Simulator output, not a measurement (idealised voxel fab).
Documented hereafter: the process module known as voxel trench capacitor.
Shown is cross-section cut, with a width of 285 nm and square cells of size 5 nm.
Square cells in a grid make up a cross-section in this document, and the grid is given as bands, listed from the top down, each one or more rows of cells. The entry gives the band's vertical extent as a top height and a bottom height in nm, then its horizontal make-up as materials from left to right, each with a width in nm. "air" stands for empty space; a single material marked "edge to edge" fills the band edge to edge. Beneath 0, the wafer as received is one material, and that level is where height counting begins. The lowest band goes on downward without a bottom; it is written like "0 nm and below". You'd read "30 to 40" like this: the band's top row of cells is as wide as the first number, its bottom row is as wide as the second, and going down, every row changes width by the same amount as the row before did. Where a step carries "no modifications", the cross-section came out of it unchanged, cell for cell. So "Closed void catalog" is basically the list of trapped voids: any empty space of 8 cells or more that can't reach the top through an opening. They're written width x height at distance, the distance being from the left edge, and it's all nm. Where a step's line continues beyond its settings, the continuation is a remark by the simulator itself on that step. "overlay nm" answers the question of how far to the right of plan the mask lay on a step that has a mask, and when it is negative the answer is to the left.
Plan
1. RECEIVE, material Si
2. CONFORMAL_DEP, material SiN, thk nm 10
3. MASKED_ETCH, tone open, mask id TRENCH, width nm 15, pitch nm 35, etch materials SiN, depth nm 10, overlay nm 0
4. MASKED_ETCH, tone open, mask id TRENCH, width nm 15, pitch nm 35, etch materials Si, depth nm 25, overlay nm 0
5. CONFORMAL_DEP, material Al2O3, thk nm 5
6. FILL_DEP, material polySi, thk nm 10
7. CMP, height nm 0
Among the wafers covered here, the point of difference is the height nm at step 7; their starting state is shared, and the plan presents the value of the first wafer.
The first of several wafers in cross-section, exactly as it reached us after step 1
> 0 nm and below  Si edge to edge
> Closed void catalog: none
Below, a row for every wafer. Read it as the end-of-module picture: for each material the wafer shows its cells gained (+) or lost (-) since it was received, and then its closed voids
height nm 0; +22 Al2O3; -30 Si; +8 polySi; Closed void catalog: none
height nm 5; +26 Al2O3; -30 Si; +51 SiN; +10 polySi; Closed void catalog: none
height nm 10; +30 Al2O3; -30 Si; +102 SiN; +12 polySi; Closed void catalog: none
height nm 15; +85 Al2O3; -30 Si; +102 SiN; +14 polySi; Closed void catalog: none
height nm 20; +85 Al2O3; -30 Si; +102 SiN; +71 polySi; Closed void catalog: none
height nm 25; +85 Al2O3; -30 Si; +102 SiN; +128 polySi; Closed void catalog: none
